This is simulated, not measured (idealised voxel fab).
Title: Process Module voxel ribs on slabs
Cross-section cut: width 215 nm, square cells of 5 nm.
Cross-section format: a grid of square cells, given as bands from top to bottom; each band is one or more rows of cells. This entry defines a band. It first specifies the height of the band's top and the height of its bottom in nm, and then specifies the band's materials from left to right, stating each material with its width in nm. The word "edge to edge" identifies a single material that fills the band from edge to edge, while the word "blank" identifies empty space. Heights from 0 (as-received wafer is one material below). Bottom band endless downward, as "z 0 and below". Per-row width for "30..40": begins at first number (top row of band), ends at second number (bottom row), increment between rows held constant. "remains unaltered", as given for a step, is the statement that not any cell of the cross-section underwent a change during that step. In "Unvented internal voids" the enclosed voids are listed, meaning empty spaces of 8 cells or larger without any opening to the top. The form is width x height at distance, distance from the left edge, units nm. Post-settings text on a step line: simulator's own remark regarding the step. The optional step-line setting "overlay nm" applies to steps with a mask and quantifies how far to the right of its planned location the mask lay, a negative value indicating leftward placement.

## Set out below are the planned steps of the process
- 1: op RECEIVE | material Si
- 2: op DIRECTIONAL_DEP | material SiO2 | thk nm 20
- 3: op DIRECTIONAL_DEP | material polySi | thk nm 25
- 4: op PATTERN | tone cover | mask id RIB | material resist | width nm 30 | thk nm 20 | overlay nm 0
- 5: op DIRECTIONAL_ETCH | etch materials polySi | depth nm 20
- 6: op STRIP | etch materials resist
- 7: op MASKED_ETCH | tone cover | mask id SLAB | width nm 70 | etch materials polySi | depth nm 5 | overlay nm 0
- 8: op FILL_DEP | material SiO2 | thk nm 25
- 9: op CMP | height nm 65
- 10: op DIRECTIONAL_DEP | material W | thk nm 10
- 11: op MASKED_ETCH | tone cover | mask id HEATER | width nm 40 | etch materials W | depth nm 10 | overlay nm 0
- 12: op CONFORMAL_DEP | material SiO2 | thk nm 10

## Incoming wafer, cross-sectional view, post step 1
* z 0 and below: Si edge to edge
* Unvented internal voids: none

## One mistake in running the module, otherwise start and plan as above: cross-section at the end
* z 85 to 75: blank (75) | SiO2 (60) | blank (80)
* z 75 to 65: SiO2 (85) | W (40) | SiO2 (90)
* z 65 to 50: SiO2 (90) | polySi (30) | SiO2 (95)
* z 50 to 45: SiO2 (70) | polySi (70) | SiO2 (75)
* z 45 to 20: polySi edge to edge
* z 20 to 0: SiO2 edge to edge
* z 0 and below: Si edge to edge
* Unvented internal voids: none
Want to know what went wrong? step 3 of the plan was twice carried out
